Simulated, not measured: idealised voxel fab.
The name of this process module is voxel wiring stack.
Xsec cut, 260 nm wide, square cell size 5 nm.
The cross-sections in this document take the form of a grid made of square cells. They are written out as bands, in order from top to bottom. Each band consists of one or more rows of cells. This entry defines a band. It first specifies the height of the band's top and the height of its bottom in nm, and then specifies the band's materials from left to right, stating each material with its width in nm. The word "all across" identifies a single material that fills the band from edge to edge, while the word "air" identifies empty space. Zero point of the height axis is 0; under it, received wafer = one material. Lowest band: continues down indefinitely, "0 and below". So if you see something like "30->40" for the width, read it as the top row of the band sitting at the first number and the bottom row at the second, with every row in between moving by the same amount as the last. "same as before" -> step changed no cross-section cell. The entry titled "Voids, fully enclosed" provides the empty spaces that have no open way to the top, restricted to those of 8 cells or more. Each is presented as width x height at distance, the distance being measured from the left edge, with all three in nm. Where a step's line continues beyond its settings, the continuation is a remark by the simulator itself on that step. overlay nm: on a step with a mask, how far right of its planned place the mask lay; negative means left. Note on reading: below, each pair holds a cross-section from before one process step and one from after it; the one from after shows only down to the lowest band that changed. Beneath the pair, the step in between is stated along with its settings. The pairs can stem from different runs of this module on the same starting wafer. Where a pair's entry headed "Structure before processing" says so, and only there, that pair continues from the pair above it.

Structure before processing
	70 down to 45 | lowk all across
	45 down to 40 | SiO2 all across
	40 down to 15 | lowk 40  SiN 5  Ru 20  SiN 5  lowk 20  SiN 5  Ru 20  SiN 5  lowk 20  SiN 5  Ru 20  SiN 5  lowk 20  SiN 5  Ru 20  SiN 5  lowk 40
	15 down to 10 | SiN 45  TiN 20  SiN 30  TiN 20  SiN 30  TiN 20  SiN 30  TiN 20  SiN 45
	10 down to 0 | SiO2 all across
	0 and below | Si all across
	Voids, fully enclosed: none

Cross-Section After Step
	70 down to 45 | lowk 45  air 15  lowk 35  air 15  lowk 35  air 15  lowk 35  air 15  lowk 50
	Note: structure below 45 unchanged.
	Voids, fully enclosed: none
Step sandwiched between the two cross-sections above: op MASKED_ETCH | tone open | mask id METAL_2_HOLES | width nm 15 | pitch nm 50 | etch materials lowk | depth nm 25 | overlay nm 0

Structure before processing: it's just the after picture from the pair right above this one.

Cross-Section After Step
	90 down to 70 | resist 45  air 20  resist 30  air 20  resist 30  air 20  resist 30  air 20  resist 45
	Note: structure below 70 unchanged.
	Voids, fully enclosed: none
Step sandwiched between the two cross-sections above: op PATTERN | tone open | mask id METAL_2 | material resist | width nm 20 | pitch nm 50 | thk nm 20 | overlay nm 0

Structure before processing: it's just the after picture from the pair right above this one.

Cross-Section After Step
	90 down to 70 | resist 45  air 20  resist 30  air 20  resist 30  air 20  resist 30  air 20  resist 45
	70 down to 55 | lowk 45  air 20  lowk 30  air 20  lowk 30  air 20  lowk 30  air 20  lowk 45
	Note: structure below 55 unchanged.
	Voids, fully enclosed: none
Step sandwiched between the two cross-sections above: op DIRECTIONAL_ETCH | etch materials lowk | depth nm 15

Structure before processing: it's just the after picture from the pair right above this one.

Cross-Section After Step
	70 down to 55 | lowk 45  air 20  lowk 30  air 20  lowk 30  air 20  lowk 30  air 20  lowk 45
	Note: structure below 55 unchanged.
	Voids, fully enclosed: none
Step sandwiched between the two cross-sections above: op STRIP | etch materials resist

Structure before processing: it's just the after picture from the pair right above this one.

Cross-Section After Step
	75 down to 70 | TiN 50  air 10  TiN 40  air 10  TiN 40  air 10  TiN 40  air 10  TiN 50
	70 down to 60 | lowk 45  TiN 5  air 10  TiN 5  lowk 30  TiN 5  air 10  TiN 5  lowk 30  TiN 5  air 10  TiN 5  lowk 30  TiN 5  air 10  TiN 5  lowk 45
	60 down to 50 | lowk 45  TiN 5  air 5  TiN 10->5  lowk 30->35  TiN 5  air 5  TiN 10->5  lowk 30->35  TiN 5  air 5  TiN 10->5  lowk 30->35  TiN 5  air 5  TiN 10->5  lowk 45->50
	50 down to 45 | lowk 45  TiN 15  lowk 35  TiN 15  lowk 35  TiN 15  lowk 35  TiN 15  lowk 50
	Note: structure below 45 unchanged.
	Voids, fully enclosed: none
Step sandwiched between the two cross-sections above: op CONFORMAL_DEP | material TiN | thk nm 5

Structure before processing: it's just the after picture from the pair right above this one.

Cross-Section After Step
	80 down to 75 | Ru all across
	75 down to 70 | TiN 50  Ru 10  TiN 40  Ru 10  TiN 40  Ru 10  TiN 40  Ru 10  TiN 50
	70 down to 60 | lowk 45  TiN 5  Ru 10  TiN 5  lowk 30  TiN 5  Ru 10  TiN 5  lowk 30  TiN 5  Ru 10  TiN 5  lowk 30  TiN 5  Ru 10  TiN 5  lowk 45
	60 down to 50 | lowk 45  TiN 5  Ru 5  TiN 10->5  lowk 30->35  TiN 5  Ru 5  TiN 10->5  lowk 30->35  TiN 5  Ru 5  TiN 10->5  lowk 30->35  TiN 5  Ru 5  TiN 10->5  lowk 45->50
	Note: structure below 50 unchanged.
	Voids, fully enclosed: none
Step sandwiched between the two cross-sections above: op FILL_DEP | material Ru | thk nm 5

Structure before processing: it's just the after picture from the pair right above this one.

Cross-Section After Step
	70 down to 60 | lowk 45  TiN 5  Ru 10  TiN 5  lowk 30  TiN 5  Ru 10  TiN 5  lowk 30  TiN 5  Ru 10  TiN 5  lowk 30  TiN 5  Ru 10  TiN 5  lowk 45
	Note: structure below 60 unchanged.
	Voids, fully enclosed: none
Step sandwiched between the two cross-sections above: op CMP | height nm 70

Structure before processing: it's just the after picture from the pair right above this one.

Cross-Section After Step
	75 down to 70 | SiCN all across
	Note: structure below 70 unchanged.
	Voids, fully enclosed: none
Step sandwiched between the two cross-sections above: op CONFORMAL_DEP | material SiCN | thk nm 5

Structure before processing: it's just the after picture from the pair right above this one.

Cross-Section After Step
	110 down to 75 | lowk all across
	Note: structure below 75 unchanged.
	Voids, fully enclosed: none
Step sandwiched between the two cross-sections above: op DIRECTIONAL_DEP | material lowk | thk nm 35

Structure before processing: it's just the after picture from the pair right above this one.

Cross-Section After Step
	130 down to 110 | resist 45  air 20  resist 30  air 20  resist 30  air 20  resist 30  air 20  resist 45
	Note: structure below 110 unchanged.
	Voids, fully enclosed: none
Step sandwiched between the two cross-sections above: op PATTERN | tone open | mask id METAL_3 | material resist | width nm 20 | pitch nm 50 | thk nm 20 | overlay nm 0

Structure before processing: it's just the after picture from the pair right above this one.

Cross-Section After Step
	130 down to 110 | resist 45  air 20  resist 30  air 20  resist 30  air 20  resist 30  air 20  resist 45
	110 down to 90 | lowk 45  air 20  lowk 30  air 20  lowk 30  air 20  lowk 30  air 20  lowk 45
	Note: structure below 90 unchanged.
	Voids, fully enclosed: none
Step sandwiched between the two cross-sections above: op DIRECTIONAL_ETCH | etch materials lowk | depth nm 20

Structure before processing: it's just the after picture from the pair right above this one.

Cross-Section After Step
	110 down to 90 | lowk 45  air 20  lowk 30  air 20  lowk 30  air 20  lowk 30  air 20  lowk 45
	Note: structure below 90 unchanged.
	Voids, fully enclosed: none
Step sandwiched between the two cross-sections above: op STRIP | etch materials resist

Structure before processing: it's just the after picture from the pair right above this one.

Cross-Section After Step
	110 down to 90 | lowk 45  air 20  lowk 30  air 20  lowk 30  air 20  lowk 30  air 20  lowk 45
	90 down to 75 | lowk 45  air 15  lowk 35  air 15  lowk 35  air 15  lowk 35  air 15  lowk 50
	Note: structure below 75 unchanged.
	Voids, fully enclosed: none
Step sandwiched between the two cross-sections above: op MASKED_ETCH | tone open | mask id METAL_3_HOLES | width nm 15 | pitch nm 50 | etch materials lowk | depth nm 15 | overlay nm 0

Structure before processing: it's just the after picture from the pair right above this one.

Cross-Section After Step
	110 down to 90 | lowk 45  air 20  lowk 30  air 20  lowk 30  air 20  lowk 30  air 20  lowk 45
	90 down to 75 | lowk 45  air 15  lowk 35  air 15  lowk 35  air 15  lowk 35  air 15  lowk 50
	75 down to 70 | SiCN 45  air 15  SiCN 35  air 15  SiCN 35  air 15  SiCN 35  air 15  SiCN 50
	Note: structure below 70 unchanged.
	Voids, fully enclosed: none
Step sandwiched between the two cross-sections above: op MASKED_ETCH | tone open | mask id METAL_3_HOLES | width nm 15 | pitch nm 50 | etch materials SiCN | depth nm 5 | overlay nm 0

Structure before processing: it's just the after picture from the pair right above this one.

Cross-Section After Step
	115 down to 110 | TiN 50  air 10  TiN 40  air 10  TiN 40  air 10  TiN 40  air 10  TiN 50
	110 down to 95 | lowk 45  TiN 5  air 10  TiN 5  lowk 30  TiN 5  air 10  TiN 5  lowk 30  TiN 5  air 10  TiN 5  lowk 30  TiN 5  air 10  TiN 5  lowk 45
	95 down to 90 | lowk 45  TiN 5  air 5  TiN 10  lowk 30  TiN 5  air 5  TiN 10  lowk 30  TiN 5  air 5  TiN 10  lowk 30  TiN 5  air 5  TiN 10  lowk 45
	90 down to 75 | lowk 45  TiN 5  air 5  TiN 5  lowk 35  TiN 5  air 5  TiN 5  lowk 35  TiN 5  air 5  TiN 5  lowk 35  TiN 5  air 5  TiN 5  lowk 50
	75 down to 70 | SiCN 45  TiN 15  SiCN 35  TiN 15  SiCN 35  TiN 15  SiCN 35  TiN 15  SiCN 50
	Note: structure below 70 unchanged.
	Voids, fully enclosed: none
Step sandwiched between the two cross-sections above: op CONFORMAL_DEP | material TiN | thk nm 5

Structure before processing: it's just the after picture from the pair right above this one.

Cross-Section After Step
	120 down to 115 | Cu all across
	115 down to 110 | TiN 50  Cu 10  TiN 40  Cu 10  TiN 40  Cu 10  TiN 40  Cu 10  TiN 50
	110 down to 95 | lowk 45  TiN 5  Cu 10  TiN 5  lowk 30  TiN 5  Cu 10  TiN 5  lowk 30  TiN 5  Cu 10  TiN 5  lowk 30  TiN 5  Cu 10  TiN 5  lowk 45
	95 down to 90 | lowk 45  TiN 5  Cu 5  TiN 10  lowk 30  TiN 5  Cu 5  TiN 10  lowk 30  TiN 5  Cu 5  TiN 10  lowk 30  TiN 5  Cu 5  TiN 10  lowk 45
	90 down to 75 | lowk 45  TiN 5  Cu 5  TiN 5  lowk 35  TiN 5  Cu 5  TiN 5  lowk 35  TiN 5  Cu 5  TiN 5  lowk 35  TiN 5  Cu 5  TiN 5  lowk 50
	Note: structure below 75 unchanged.
	Voids, fully enclosed: none
Step sandwiched between the two cross-sections above: op FILL_DEP | material Cu | thk nm 5

Structure before processing: it's just the after picture from the pair right above this one.

Cross-Section After Step
	110 down to 95 | lowk 45  TiN 5  Cu 10  TiN 5  lowk 30  TiN 5  Cu 10  TiN 5  lowk 30  TiN 5  Cu 10  TiN 5  lowk 30  TiN 5  Cu 10  TiN 5  lowk 45
	Note: structure below 95 unchanged.
	Voids, fully enclosed: none
Step sandwiched between the two cross-sections above: op CMP | height nm 110

Structure before processing: it's just the after picture from the pair right above this one.

Cross-Section After Step
	115 down to 110 | SiCN all across
	Note: structure below 110 unchanged.
	Voids, fully enclosed: none
Step sandwiched between the two cross-sections above: op CONFORMAL_DEP | material SiCN | thk nm 5

Structure before processing
	70 down to 45 | lowk 45  air 15  lowk 35  air 15  lowk 35  air 15  lowk 35  air 15  lowk 50
	45 down to 40 | SiCN all across
	40 down to 15 | lowk 40  SiN 5  Ru 20  SiN 5  lowk 20  SiN 5  Ru 20  SiN 5  lowk 20  SiN 5  Ru 20  SiN 5  lowk 20  SiN 5  Ru 20  SiN 5  lowk 40
	15 down to 10 | SiN 45  TiN 20  SiN 30  TiN 20  SiN 30  TiN 20  SiN 30  TiN 20  SiN 45
	10 down to 0 | SiO2 all across
	0 and below | Si all across
	Voids, fully enclosed: none

Cross-Section After Step
	90 down to 70 | air 45  resist 20  air 30  resist 20  air 30  resist 20  air 30  resist 20  air 45
	70 down to 45 | lowk 45  resist 15  lowk 35  resist 15  lowk 35  resist 15  lowk 35  resist 15  lowk 50
	Note: structure below 45 unchanged.
	Voids, fully enclosed: none
Step sandwiched between the two cross-sections above: op PATTERN | tone cover | mask id METAL_2 | material resist | width nm 20 | pitch nm 50 | thk nm 20 | overlay nm 0

Structure before processing: it's just the after picture from the pair right above this one.

Cross-Section After Step
	90 down to 70 | air 45  resist 20  air 30  resist 20  air 30  resist 20  air 30  resist 20  air 45
	70 down to 55 | air 45  resist 15  lowk 5  air 30  resist 15  lowk 5  air 30  resist 15  lowk 5  air 30  resist 15  lowk 5  air 45
	Note: structure below 55 unchanged.
	Voids, fully enclosed: none
Step sandwiched between the two cross-sections above: op DIRECTIONAL_ETCH | etch materials lowk | depth nm 15

Structure before processing: it's just the after picture from the pair right above this one.

Cross-Section After Step
	70 down to 55 | air 60  lowk 5  air 45  lowk 5  air 45  lowk 5  air 45  lowk 5  air 45
	55 down to 45 | lowk 45  air 15  lowk 35  air 15  lowk 35  air 15  lowk 35  air 15  lowk 50
	Note: structure below 45 unchanged.
	Voids, fully enclosed: none
Step sandwiched between the two cross-sections above: op STRIP | etch materials resist

Structure before processing: it's just the after picture from the pair right above this one.

Cross-Section After Step
	75 down to 70 | air 55  TiN 15  air 35  TiN 15  air 35  TiN 15  air 35  TiN 15  air 40
	70 down to 60 | air 55  TiN 5  lowk 5  TiN 5  air 35  TiN 5  lowk 5  TiN 5  air 35  TiN 5  lowk 5  TiN 5  air 35  TiN 5  lowk 5  TiN 5  air 40
	60 down to 55 | TiN 50  air 5  TiN 5  lowk 5  TiN 35  air 5  TiN 5  lowk 5  TiN 35  air 5  TiN 5  lowk 5  TiN 35  air 5  TiN 5  lowk 5  TiN 45
	55 down to 50 | lowk 45  TiN 5  air 5  TiN 5  lowk 35  TiN 5  air 5  TiN 5  lowk 35  TiN 5  air 5  TiN 5  lowk 35  TiN 5  air 5  TiN 5  lowk 50
	50 down to 45 | lowk 45  TiN 15  lowk 35  TiN 15  lowk 35  TiN 15  lowk 35  TiN 15  lowk 50
	Note: structure below 45 unchanged.
	Voids, fully enclosed: none
Step sandwiched between the two cross-sections above: op CONFORMAL_DEP | material TiN | thk nm 5

Structure before processing: it's just the after picture from the pair right above this one.

Cross-Section After Step
	80 down to 75 | Ru all across
	75 down to 70 | Ru 55  TiN 15  Ru 35  TiN 15  Ru 35  TiN 15  Ru 35  TiN 15  Ru 40
	70 down to 60 | Ru 55  TiN 5  lowk 5  TiN 5  Ru 35  TiN 5  lowk 5  TiN 5  Ru 35  TiN 5  lowk 5  TiN 5  Ru 35  TiN 5  lowk 5  TiN 5  Ru 40
	60 down to 55 | TiN 50  Ru 5  TiN 5  lowk 5  TiN 35  Ru 5  TiN 5  lowk 5  TiN 35  Ru 5  TiN 5  lowk 5  TiN 35  Ru 5  TiN 5  lowk 5  TiN 45
	55 down to 50 | lowk 45  TiN 5  Ru 5  TiN 5  lowk 35  TiN 5  Ru 5  TiN 5  lowk 35  TiN 5  Ru 5  TiN 5  lowk 35  TiN 5  Ru 5  TiN 5  lowk 50
	Note: structure below 50 unchanged.
	Voids, fully enclosed: none
Step sandwiched between the two cross-sections above: op FILL_DEP | material Ru | thk nm 5

Structure before processing: it's just the after picture from the pair right above this one.

Cross-Section After Step
	70 down to 60 | Ru 55  TiN 5  lowk 5  TiN 5  Ru 35  TiN 5  lowk 5  TiN 5  Ru 35  TiN 5  lowk 5  TiN 5  Ru 35  TiN 5  lowk 5  TiN 5  Ru 40
	Note: structure below 60 unchanged.
	Voids, fully enclosed: none
Step sandwiched between the two cross-sections above: op CMP | height nm 70

Structure before processing: it's just the after picture from the pair right above this one.

Cross-Section After Step
	75 down to 70 | SiCN all across
	Note: structure below 70 unchanged.
	Voids, fully enclosed: none
Step sandwiched between the two cross-sections above: op CONFORMAL_DEP | material SiCN | thk nm 5

Structure before processing: it's just the after picture from the pair right above this one.

Cross-Section After Step
	110 down to 75 | lowk all across
	Note: structure below 75 unchanged.
	Voids, fully enclosed: none
Step sandwiched between the two cross-sections above: op DIRECTIONAL_DEP | material lowk | thk nm 35

Structure before processing: it's just the after picture from the pair right above this one.

Cross-Section After Step
	130 down to 110 | resist 45  air 20  resist 30  air 20  resist 30  air 20  resist 30  air 20  resist 45
	Note: structure below 110 unchanged.
	Voids, fully enclosed: none
Step sandwiched between the two cross-sections above: op PATTERN | tone open | mask id METAL_3 | material resist | width nm 20 | pitch nm 50 | thk nm 20 | overlay nm 0

Structure before processing: it's just the after picture from the pair right above this one.

Cross-Section After Step
	130 down to 110 | resist 45  air 20  resist 30  air 20  resist 30  air 20  resist 30  air 20  resist 45
	110 down to 90 | lowk 45  air 20  lowk 30  air 20  lowk 30  air 20  lowk 30  air 20  lowk 45
	Note: structure below 90 unchanged.
	Voids, fully enclosed: none
Step sandwiched between the two cross-sections above: op DIRECTIONAL_ETCH | etch materials lowk | depth nm 20

Structure before processing: it's just the after picture from the pair right above this one.

Cross-Section After Step
	110 down to 90 | lowk 45  air 20  lowk 30  air 20  lowk 30  air 20  lowk 30  air 20  lowk 45
	Note: structure below 90 unchanged.
	Voids, fully enclosed: none
Step sandwiched between the two cross-sections above: op STRIP | etch materials resist

Structure before processing: it's just the after picture from the pair right above this one.

Cross-Section After Step
	110 down to 90 | lowk 45  air 20  lowk 30  air 20  lowk 30  air 20  lowk 30  air 20  lowk 45
	90 down to 75 | lowk 45  air 15  lowk 35  air 15  lowk 35  air 15  lowk 35  air 15  lowk 50
	Note: structure below 75 unchanged.
	Voids, fully enclosed: none
Step sandwiched between the two cross-sections above: op MASKED_ETCH | tone open | mask id METAL_3_HOLES | width nm 15 | pitch nm 50 | etch materials lowk | depth nm 15 | overlay nm 0

Structure before processing: it's just the after picture from the pair right above this one.

Cross-Section After Step
	110 down to 90 | lowk 45  air 20  lowk 30  air 20  lowk 30  air 20  lowk 30  air 20  lowk 45
	90 down to 75 | lowk 45  air 15  lowk 35  air 15  lowk 35  air 15  lowk 35  air 15  lowk 50
	75 down to 70 | SiCN 45  air 15  SiCN 35  air 15  SiCN 35  air 15  SiCN 35  air 15  SiCN 50
	Note: structure below 70 unchanged.
	Voids, fully enclosed: none
Step sandwiched between the two cross-sections above: op MASKED_ETCH | tone open | mask id METAL_3_HOLES | width nm 15 | pitch nm 50 | etch materials SiCN | depth nm 5 | overlay nm 0

Structure before processing: it's just the after picture from the pair right above this one.

Cross-Section After Step
	115 down to 110 | TiN 50  air 10  TiN 40  air 10  TiN 40  air 10  TiN 40  air 10  TiN 50
	110 down to 95 | lowk 45  TiN 5  air 10  TiN 5  lowk 30  TiN 5  air 10  TiN 5  lowk 30  TiN 5  air 10  TiN 5  lowk 30  TiN 5  air 10  TiN 5  lowk 45
	95 down to 90 | lowk 45  TiN 5  air 5  TiN 10  lowk 30  TiN 5  air 5  TiN 10  lowk 30  TiN 5  air 5  TiN 10  lowk 30  TiN 5  air 5  TiN 10  lowk 45
	90 down to 75 | lowk 45  TiN 5  air 5  TiN 5  lowk 35  TiN 5  air 5  TiN 5  lowk 35  TiN 5  air 5  TiN 5  lowk 35  TiN 5  air 5  TiN 5  lowk 50
	75 down to 70 | SiCN 45  TiN 15  SiCN 35  TiN 15  SiCN 35  TiN 15  SiCN 35  TiN 15  SiCN 50
	Note: structure below 70 unchanged.
	Voids, fully enclosed: none
Step sandwiched between the two cross-sections above: op CONFORMAL_DEP | material TiN | thk nm 5

Structure before processing: it's just the after picture from the pair right above this one.

Cross-Section After Step
	120 down to 115 | Cu all across
	115 down to 110 | TiN 50  Cu 10  TiN 40  Cu 10  TiN 40  Cu 10  TiN 40  Cu 10  TiN 50
	110 down to 95 | lowk 45  TiN 5  Cu 10  TiN 5  lowk 30  TiN 5  Cu 10  TiN 5  lowk 30  TiN 5  Cu 10  TiN 5  lowk 30  TiN 5  Cu 10  TiN 5  lowk 45
	95 down to 90 | lowk 45  TiN 5  Cu 5  TiN 10  lowk 30  TiN 5  Cu 5  TiN 10  lowk 30  TiN 5  Cu 5  TiN 10  lowk 30  TiN 5  Cu 5  TiN 10  lowk 45
	90 down to 75 | lowk 45  TiN 5  Cu 5  TiN 5  lowk 35  TiN 5  Cu 5  TiN 5  lowk 35  TiN 5  Cu 5  TiN 5  lowk 35  TiN 5  Cu 5  TiN 5  lowk 50
	Note: structure below 75 unchanged.
	Voids, fully enclosed: none
Step sandwiched between the two cross-sections above: op FILL_DEP | material Cu | thk nm 5

Structure before processing: it's just the after picture from the pair right above this one.

Cross-Section After Step
	110 down to 95 | lowk 45  TiN 5  Cu 10  TiN 5  lowk 30  TiN 5  Cu 10  TiN 5  lowk 30  TiN 5  Cu 10  TiN 5  lowk 30  TiN 5  Cu 10  TiN 5  lowk 45
	Note: structure below 95 unchanged.
	Voids, fully enclosed: none
Step sandwiched between the two cross-sections above: op CMP | height nm 110

Structure before processing: it's just the after picture from the pair right above this one.

Cross-Section After Step
	115 down to 110 | SiCN all across
	Note: structure below 110 unchanged.
	Voids, fully enclosed: none
Step sandwiched between the two cross-sections above: op CONFORMAL_DEP | material SiCN | thk nm 5
